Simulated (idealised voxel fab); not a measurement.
Name of the process module below: voxel transistor to metal
Section shown: cut. Width: 300 nm. Cell size: 5 nm, square.
Cross-section spec: square-cell grid; bands listed top down; each band is one or more rows. Heads up on the band format: heights come first, top then bottom, in nm. After that it's the materials left to right, each with its width in nm. A single material flagged "edge to edge" fills the whole band edge to edge, and "blank" means there's empty space there. Height is counted from the level 0, under which the received wafer is composed throughout of one material. The lowest of the bands is not closed at the bottom but continues downward, in the notation "0 down". A width given as "30 to 40" starts at the first number in the band's top row and ends at the second number in its bottom row, shifting by an equal amount at every step from row to row. "remained unchanged" for a step: no cell of the cross-section changed in that step. "Closed-off voids" contains a list of empty spaces, each no smaller than 8 cells and without an open way to the top, written in the form width x height at distance with the distance from the left edge and all three in nm. Anything after a step's settings on that line? It's the simulator's own note about the step. overlay nm, on a step with a mask: how far to the right of its planned place the mask lay; to the left if negative.
These are the steps we planned for the process
1 RECEIVE with material Si
2 OXIDIZE with depth nm 5
3 CONFORMAL_DEP with material SiN, thk nm 15
4 DIRECTIONAL_DEP with material aC, thk nm 15
5 PATTERN with tone cover, mask id ACTIVE, material resist, width nm 95, pitch nm 125, thk nm 35, overlay nm 0
6 DIRECTIONAL_ETCH with etch materials aC, depth nm 15
7 STRIP with etch materials resist
8 DIRECTIONAL_ETCH with etch materials SiN, depth nm 15
9 DIRECTIONAL_ETCH with etch materials SiO2, depth nm 5
10 DIRECTIONAL_ETCH with etch materials Si, depth nm 30
11 STRIP with etch materials aC
12 FILL_DEP with material SiO2, thk nm 15
13 CMP with height nm 15
14 SELECTIVE_ETCH with etch materials SiO2, depth nm 10
15 STRIP with etch materials SiN
16 SELECTIVE_ETCH with etch materials SiO2, depth nm 5
17 OXIDIZE with depth nm 5
18 DIRECTIONAL_DEP with material polySi, thk nm 20
19 DIRECTIONAL_DEP with material SiCN, thk nm 15
20 MASKED_ETCH with tone cover, mask id GATE, width nm 25, pitch nm 125, etch materials SiCN, depth nm 25, overlay nm 0
21 MASKED_ETCH with tone cover, mask id GATE, width nm 25, pitch nm 125, etch materials polySi, depth nm 30, overlay nm 0
22 CONFORMAL_DEP with material SiN, thk nm 10
23 DIRECTIONAL_ETCH with etch materials SiN, depth nm 10
24 DIRECTIONAL_ETCH with etch materials SiO2, depth nm 5
25 EPI with material nSi, thk nm 5
26 FILL_DEP with material SiO2, thk nm 5
27 CMP with height nm 15
28 STRIP with etch materials polySi
29 SELECTIVE_ETCH with etch materials SiO2, depth nm 5
30 CONFORMAL_DEP with material HfO2, thk nm 5
31 CONFORMAL_DEP with material TiN, thk nm 5
32 FILL_DEP with material W, thk nm 5
33 CMP with height nm 10
34 DIRECTIONAL_DEP with material SiO2, thk nm 10
35 PATTERN with tone open, mask id CONTACT, material resist, width nm 15, thk nm 20, overlay nm 0
36 DIRECTIONAL_ETCH with etch materials SiO2, depth nm 25
37 STRIP with etch materials resist
38 CONFORMAL_DEP with material TiN, thk nm 5
39 FILL_DEP with material Ru, thk nm 10
40 CMP with height nm 20
41 CONFORMAL_DEP with material SiCN, thk nm 5
42 DIRECTIONAL_DEP with material lowk, thk nm 20
43 DIRECTIONAL_DEP with material aC, thk nm 10
44 PATTERN with tone open, mask id METAL_1, material resist, width nm 15, thk nm 30, overlay nm 0
45 DIRECTIONAL_ETCH with etch materials aC, depth nm 10
46 STRIP with etch materials resist
47 DIRECTIONAL_ETCH with etch materials lowk, depth nm 20
48 DIRECTIONAL_ETCH with etch materials SiCN, depth nm 5
49 STRIP with etch materials aC
50 CONFORMAL_DEP with material TiN, thk nm 5
51 FILL_DEP with material Ru, thk nm 10
52 CMP with height nm 45
53 CONFORMAL_DEP with material SiCN, thk nm 5
54 DIRECTIONAL_DEP with material SiO2, thk nm 30
55 PATTERN with tone open, mask id METAL_2, material resist, width nm 15, pitch nm 125, thk nm 15, overlay nm 0
56 DIRECTIONAL_ETCH with etch materials SiO2, depth nm 15
57 STRIP with etch materials resist
58 PATTERN with tone open, mask id METAL_2_HOLES, material resist, width nm 15, pitch nm 125, thk nm 20, overlay nm 0
59 DIRECTIONAL_ETCH with etch materials SiO2, depth nm 15
60 DIRECTIONAL_ETCH with etch materials SiCN, depth nm 5
61 STRIP with etch materials resist
62 CONFORMAL_DEP with material TiN, thk nm 5
63 FILL_DEP with material Ru, thk nm 10
64 CMP with height nm 80
65 CONFORMAL_DEP with material SiN, thk nm 5
Cross-section of the wafer at receipt, which is the condition after step 1
* 0 down = Si edge to edge
* Closed-off voids: none
Cross-section: first of two wafers, module finished, run according to plan
* 85 to 80 = SiN edge to edge
* 80 to 50 = SiO2 45 nm; TiN 5 nm; Ru 5 nm; TiN 5 nm; SiO2 110 nm; TiN 5 nm; Ru 5 nm; TiN 5 nm; SiO2 115 nm
* 50 to 45 = SiCN 45 nm; TiN 15 nm; SiCN 110 nm; TiN 15 nm; SiCN 115 nm
* 45 to 25 = lowk 45 nm; TiN 5 nm; Ru 5 nm; TiN 5 nm; lowk 55 nm; TiN 5 nm; Ru 5 nm; TiN 5 nm; lowk 40 nm; TiN 5 nm; Ru 5 nm; TiN 5 nm; lowk 55 nm; TiN 5 nm; Ru 5 nm; TiN 5 nm; lowk 45 nm
* 25 to 20 = SiCN 45 nm; TiN 15 nm; SiCN 55 nm; TiN 15 nm; SiCN 40 nm; TiN 15 nm; SiCN 55 nm; TiN 15 nm; SiCN 45 nm
* 20 to 10 = SiO2 45 nm; TiN 5 nm; Ru 5 nm; TiN 5 nm; SiO2 55 nm; TiN 5 nm; Ru 5 nm; TiN 5 nm; SiO2 40 nm; TiN 5 nm; Ru 5 nm; TiN 5 nm; SiO2 55 nm; TiN 5 nm; Ru 5 nm; TiN 5 nm; SiO2 45 nm
* 10 to 0 = SiO2 45 nm; TiN 5 nm; Ru 5 nm; TiN 5 nm; SiO2 5 nm; SiN 10 nm; HfO2 5 nm; TiN 5 nm; W 5 nm; TiN 5 nm; HfO2 5 nm; SiN 10 nm; SiO2 5 nm; TiN 5 nm; Ru 5 nm; TiN 5 nm; SiO2 40 nm; TiN 5 nm; Ru 5 nm; TiN 5 nm; SiO2 5 nm; SiN 10 nm; HfO2 5 nm; TiN 5 nm; W 5 nm; TiN 5 nm; HfO2 5 nm; SiN 10 nm; SiO2 5 nm; TiN 5 nm; Ru 5 nm; TiN 5 nm; SiO2 45 nm
* 0 to -5 = SiO2 35 nm; SiN 10 nm; TiN 15 nm; SiO2 5 nm; SiN 10 nm; HfO2 5 nm; TiN 15 nm; HfO2 5 nm; SiN 10 nm; SiO2 5 nm; TiN 15 nm; SiN 10 nm; SiO2 20 nm; SiN 10 nm; TiN 15 nm; SiO2 5 nm; SiN 10 nm; HfO2 5 nm; TiN 15 nm; HfO2 5 nm; SiN 10 nm; SiO2 5 nm; TiN 15 nm; SiN 10 nm; SiO2 35 nm
* -5 to -10 = SiO2 45 nm; nSi 20 nm; SiO2 5 nm; HfO2 35 nm; SiO2 5 nm; nSi 20 nm; SiO2 40 nm; nSi 20 nm; SiO2 5 nm; HfO2 35 nm; SiO2 5 nm; nSi 20 nm; SiO2 45 nm
* -10 to -35 = SiO2 40 nm; Si 95 nm; SiO2 30 nm; Si 95 nm; SiO2 40 nm
* -35 down = Si edge to edge
* Closed-off voids: none
Second wafer of the two, sectioned at the end of the module. It began like the first and followed the same plan, but one mistake was made while running it
* 85 to 80 = SiN edge to edge
* 80 to 50 = SiO2 45 nm; TiN 5 nm; Ru 5 nm; TiN 5 nm; SiO2 110 nm; TiN 5 nm; Ru 5 nm; TiN 5 nm; SiO2 115 nm
* 50 to 45 = SiCN 45 nm; TiN 15 nm; SiCN 110 nm; TiN 15 nm; SiCN 115 nm
* 45 to 25 = lowk 45 nm; TiN 5 nm; Ru 5 nm; TiN 5 nm; lowk 55 nm; TiN 5 nm; Ru 5 nm; TiN 5 nm; lowk 40 nm; TiN 5 nm; Ru 5 nm; TiN 5 nm; lowk 55 nm; TiN 5 nm; Ru 5 nm; TiN 5 nm; lowk 45 nm
* 25 to 20 = SiCN 45 nm; TiN 15 nm; SiCN 55 nm; TiN 15 nm; SiCN 40 nm; TiN 15 nm; SiCN 55 nm; TiN 15 nm; SiCN 45 nm
* 20 to 10 = SiO2 45 nm; TiN 5 nm; Ru 5 nm; TiN 5 nm; SiO2 55 nm; TiN 5 nm; Ru 5 nm; TiN 5 nm; SiO2 40 nm; TiN 5 nm; Ru 5 nm; TiN 5 nm; SiO2 55 nm; TiN 5 nm; Ru 5 nm; TiN 5 nm; SiO2 45 nm
* 10 to 5 = SiO2 45 nm; TiN 5 nm; Ru 5 nm; TiN 5 nm; SiO2 5 nm; SiN 10 nm; HfO2 5 nm; TiN 5 nm; W 5 nm; TiN 5 nm; HfO2 5 nm; SiN 10 nm; SiO2 5 nm; TiN 5 nm; Ru 5 nm; TiN 5 nm; SiO2 40 nm; TiN 5 nm; Ru 5 nm; TiN 5 nm; SiO2 5 nm; SiN 10 nm; HfO2 5 nm; TiN 5 nm; W 5 nm; TiN 5 nm; HfO2 5 nm; SiN 10 nm; SiO2 5 nm; TiN 5 nm; Ru 5 nm; TiN 5 nm; SiO2 45 nm
* 5 to 0 = SiO2 45 nm; TiN 15 nm; SiO2 5 nm; SiN 10 nm; HfO2 5 nm; TiN 5 nm; W 5 nm; TiN 5 nm; HfO2 5 nm; SiN 10 nm; SiO2 5 nm; TiN 5 nm; Ru 5 nm; TiN 5 nm; SiO2 40 nm; TiN 15 nm; SiO2 5 nm; SiN 10 nm; HfO2 5 nm; TiN 5 nm; W 5 nm; TiN 5 nm; HfO2 5 nm; SiN 10 nm; SiO2 5 nm; TiN 5 nm; Ru 5 nm; TiN 5 nm; SiO2 45 nm
* 0 to -5 = SiO2 45 nm; SiN 10 nm; TiN 5 nm; SiO2 5 nm; SiN 10 nm; HfO2 5 nm; TiN 15 nm; HfO2 5 nm; SiN 10 nm; SiO2 5 nm; TiN 15 nm; SiO2 10 nm; SiN 10 nm; SiO2 20 nm; SiN 10 nm; TiN 5 nm; SiO2 5 nm; SiN 10 nm; HfO2 5 nm; TiN 15 nm; HfO2 5 nm; SiN 10 nm; SiO2 5 nm; TiN 15 nm; SiO2 10 nm; SiN 10 nm; SiO2 25 nm
* -5 to -10 = SiO2 55 nm; nSi 10 nm; SiO2 5 nm; HfO2 35 nm; SiO2 5 nm; nSi 30 nm; SiO2 40 nm; nSi 10 nm; SiO2 5 nm; HfO2 35 nm; SiO2 5 nm; nSi 30 nm; SiO2 35 nm
* -10 to -35 = SiO2 50 nm; Si 95 nm; SiO2 30 nm; Si 95 nm; SiO2 30 nm
* -35 down = Si edge to edge
* Closed-off voids: none
what went wrong: step 5, actual vs plan mismatch, actual run PATTERN with tone cover, mask id ACTIVE, material resist, width nm 95, pitch nm 125, thk nm 35, overlay nm 10
It is noted that, at the conclusion of processing, the second wafer exhibits a higher or lower cell count for certain materials relative to the first: -2 Ru | +4 SiO2 | -2 TiN
